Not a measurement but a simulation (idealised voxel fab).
Process module name: voxel self aligned vias
Section shown: cut. Width: 280 nm. Cell size: 5 nm, square.
Think of the cross-section as a grid of square cells. We describe it in bands, top to bottom, and each band covers one or more rows of those cells.
Top height, bottom height, nm. Materials left to right, width each, nm. Single material + "all across" = fills band edge to edge. "empty" = empty.
Heights from 0 (as-received wafer is one material below). Bottom band endless downward, as "from 0 down".
You'd read "30..40" like this: the band's top row of cells is as wide as the first number, its bottom row is as wide as the second, and going down, every row changes width by the same amount as the row before did.
"no modifications" for a step: no cell of the cross-section changed in that step.
Look at "Entrapped void list" for the closed voids: empty spaces with no open path to the top, sized 8 cells or up. Each is width x height at distance, distance from the left edge, all nm.
Whatever follows a step's settings on its line is a remark the simulator itself makes about that step.
overlay nm: step with mask; distance mask lay right of planned place; negative value = left of planned place.
The following list gives the planned process steps:
1 RECEIVE,material Si
2 CONFORMAL_DEP,material SiO2,thk nm 15
3 CONFORMAL_DEP,material SiCN,thk nm 5
4 DIRECTIONAL_DEP,material lowk,thk nm 30
5 MASKED_ETCH,tone open,mask id LINES,width nm 25,pitch nm 65,etch materials lowk,depth nm 30,overlay nm 0
6 CONFORMAL_DEP,material TiN,thk nm 5
7 FILL_DEP,material Ru,thk nm 5
8 CMP,height nm 50
9 SELECTIVE_ETCH,etch materials W Ru TiN,depth nm 10
10 FILL_DEP,material SiN,thk nm 5
11 CMP,height nm 50
12 DIRECTIONAL_DEP,material lowk,thk nm 20
13 PATTERN,tone open,mask id VIAS,material resist,width nm 45,pitch nm 130,thk nm 15,overlay nm 0
14 DIRECTIONAL_ETCH,etch materials lowk,depth nm 20
15 DIRECTIONAL_ETCH,etch materials SiN,depth nm 10
16 STRIP,etch materials resist
17 CONFORMAL_DEP,material TiN,thk nm 5
18 FILL_DEP,material Ru,thk nm 5
19 CMP,height nm 70
20 CONFORMAL_DEP,material SiN,thk nm 5
as received, after step 1:
	from 0 down | Si all across
	Entrapped void list: none
a wafer at the end: this start, this plan, one mistake:
	from 75 to 70 | SiN all across
	from 70 to 55 | lowk 50 nm; TiN 5 nm; Ru 35 nm; TiN 5 nm; lowk 85 nm; TiN 5 nm; Ru 35 nm; TiN 5 nm; lowk 55 nm
	from 55 to 50 | lowk 50 nm; TiN 45 nm; lowk 85 nm; TiN 45 nm; lowk 55 nm
	from 50 to 45 | SiCN all across
	from 45 to 15 | lowk all across
	from 15 to 0 | SiO2 all across
	from 0 down | Si all across
	Entrapped void list: none
Deviation noted in wafer processing: sequence error: steps 3 and 4 interchanged
